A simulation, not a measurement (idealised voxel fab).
A process module follows: voxel transistor to metal.
Xsec cut, 170 nm wide, square cell size 5 nm.
For the purposes of this document, a cross-section shall be understood as a grid of square cells, specified as bands listed in top-to-bottom order, each band consisting of one or more rows of cells.
What a band's entry tells you: where the top is and where the bottom is, as heights in nm, and after that what lies inside, material by material from left to right, each with its width in nm. Empty space is written as the word "air", and a single material marked with the word "everywhere" occupies the band from edge to edge.
Height is counted from the level 0, under which the received wafer is composed throughout of one material. The lowest of the bands is not closed at the bottom but continues downward, in the notation "from 0 down".
Width spec "30 to 40" -> top row of cells at first value, bottom row at second value, equal per-row change in between.
"nothing changed" after a step means that no cell of the cross-section changed.
In the "Sealed void listing" entry, you get each enclosed empty space of 8 cells or more, one with no open way to the top, written width x height at distance, distance from the left edge, in nm.
Note: text after step settings on the step line = simulator remark on that step.
What "overlay nm" on a step's line means: if the step has a mask, that mask lay this far to the right of its planned place, or, when the value is negative, to the left.

[Planned process steps]
1) RECEIVE (material Si)
2) OXIDIZE (depth nm 5)
3) CONFORMAL_DEP (material SiN; thk nm 10)
4) PATTERN (tone cover; mask id ACTIVE; material resist; width nm 95; thk nm 20; overlay nm 0)
5) DIRECTIONAL_ETCH (etch materials SiN; depth nm 10)
6) DIRECTIONAL_ETCH (etch materials SiO2; depth nm 5)
7) DIRECTIONAL_ETCH (etch materials Si; depth nm 35)
8) STRIP (etch materials resist)
9) OXIDIZE (depth nm 5)
10) FILL_DEP (material SiO2; thk nm 15)
11) CMP (height nm 10)
12) SELECTIVE_ETCH (etch materials SiO2; depth nm 10)
13) STRIP (etch materials SiN)
14) SELECTIVE_ETCH (etch materials SiO2; depth nm 5)
15) OXIDIZE (depth nm 5)
16) DIRECTIONAL_DEP (material polySi; thk nm 25)
17) DIRECTIONAL_DEP (material SiCN; thk nm 10)
18) MASKED_ETCH (tone cover; mask id GATE; width nm 25; etch materials SiCN; depth nm 20; overlay nm 0)
19) MASKED_ETCH (tone cover; mask id GATE; width nm 25; etch materials polySi; depth nm 35; overlay nm 0)
20) CONFORMAL_DEP (material SiO2; thk nm 5)
21) DIRECTIONAL_ETCH (etch materials SiO2; depth nm 5)
22) CONFORMAL_DEP (material SiN; thk nm 10)
23) DIRECTIONAL_ETCH (etch materials SiN; depth nm 10)
24) DIRECTIONAL_ETCH (etch materials SiO2; depth nm 5)
25) EPI (material pSi; thk nm 5)
26) FILL_DEP (material SiO2; thk nm 10)
27) CMP (height nm 20)
28) STRIP (etch materials polySi)
29) SELECTIVE_ETCH (etch materials SiO2; depth nm 5)
30) CONFORMAL_DEP (material HfO2; thk nm 5)
31) CONFORMAL_DEP (material TiN; thk nm 5)
32) FILL_DEP (material W; thk nm 10)
33) CMP (height nm 15)
34) DIRECTIONAL_DEP (material SiO2; thk nm 15)
35) MASKED_ETCH (tone open; mask id CONTACT; width nm 15; pitch nm 70; etch materials SiO2; depth nm 35; overlay nm 0)
36) CONFORMAL_DEP (material TiN; thk nm 5)
37) FILL_DEP (material W; thk nm 10)
38) CMP (height nm 30)
39) CONFORMAL_DEP (material SiN; thk nm 5)
40) DIRECTIONAL_DEP (material lowk; thk nm 20)
41) MASKED_ETCH (tone open; mask id METAL_1; width nm 15; pitch nm 70; etch materials lowk; depth nm 20; overlay nm 0)
42) MASKED_ETCH (tone open; mask id METAL_1; width nm 15; pitch nm 70; etch materials SiN; depth nm 5; overlay nm 0)
43) CONFORMAL_DEP (material TiN; thk nm 5)
44) FILL_DEP (material W; thk nm 5)
45) CMP (height nm 55)
46) EPI (material Ru; thk nm 5)
47) FILL_DEP (material SiCN; thk nm 5)

[Cross-sectional view of the wafer in its as-received condition, corresponding to the state after step 1]
- from 0 down: Si everywhere
- Sealed void listing: none

[As-planned run: cross-section of the first of two wafers at end of module]
- from 65 to 60: SiCN everywhere
- from 60 to 55: SiCN: 35 | Ru: 25 | SiCN: 45 | Ru: 25 | SiCN: 40
- from 55 to 35: lowk: 40 | TiN: 5 | W: 5 | TiN: 5 | lowk: 55 | TiN: 5 | W: 5 | TiN: 5 | lowk: 45
- from 35 to 30: SiN: 40 | TiN: 15 | SiN: 55 | TiN: 15 | SiN: 45
- from 30 to 15: SiO2: 40 | TiN: 5 | W: 5 | TiN: 5 | SiO2: 55 | TiN: 5 | W: 5 | TiN: 5 | SiO2: 45
- from 15 to 0: SiO2: 40 | TiN: 5 | W: 5 | TiN: 5 | SiN: 10 | HfO2: 5 | TiN: 5 | W: 15 | TiN: 5 | HfO2: 5 | SiN: 10 | TiN: 5 | W: 5 | TiN: 5 | SiO2: 45
- from 0 to -5: SiO2: 40 | TiN: 15 | SiN: 10 | HfO2: 5 | TiN: 25 | HfO2: 5 | SiN: 10 | TiN: 15 | SiO2: 45
- from -5 to -10: SiO2: 35 | pSi: 20 | SiO2: 10 | HfO2: 35 | SiO2: 10 | pSi: 20 | SiO2: 40
- from -10 to -45: SiO2: 40 | Si: 85 | SiO2: 45
- from -45 down: Si everywhere
- Sealed void listing: none

[Here's the second of our two wafers sectioned at module end. Same start as the first, same plan, but one mistake got made running it]
- from 65 to 60: SiCN everywhere
- from 60 to 55: SiCN: 35 | Ru: 25 | SiCN: 45 | Ru: 25 | SiCN: 40
- from 55 to 50: SiN: 40 | TiN: 15 | SiN: 55 | TiN: 15 | SiN: 45
- from 50 to 30: lowk everywhere
- from 30 to 15: SiO2: 40 | TiN: 5 | W: 5 | TiN: 5 | SiO2: 55 | TiN: 5 | W: 5 | TiN: 5 | SiO2: 45
- from 15 to 0: SiO2: 40 | TiN: 5 | W: 5 | TiN: 5 | SiN: 10 | HfO2: 5 | TiN: 5 | W: 15 | TiN: 5 | HfO2: 5 | SiN: 10 | TiN: 5 | W: 5 | TiN: 5 | SiO2: 45
- from 0 to -5: SiO2: 40 | TiN: 15 | SiN: 10 | HfO2: 5 | TiN: 25 | HfO2: 5 | SiN: 10 | TiN: 15 | SiO2: 45
- from -5 to -10: SiO2: 35 | pSi: 20 | SiO2: 10 | HfO2: 35 | SiO2: 10 | pSi: 20 | SiO2: 40
- from -10 to -45: SiO2: 40 | Si: 85 | SiO2: 45
- from -45 down: Si everywhere
- Sealed void listing: none
It is concluded that the wafer was processed incorrectly with respect to the plan, in that it was found that steps 39 and 40 of the process plan had been performed in exchanged positions
End of process, cell counts, second wafer against first, materials with more or fewer: TiN: 16 fewer; W: 8 fewer; lowk: 24 more
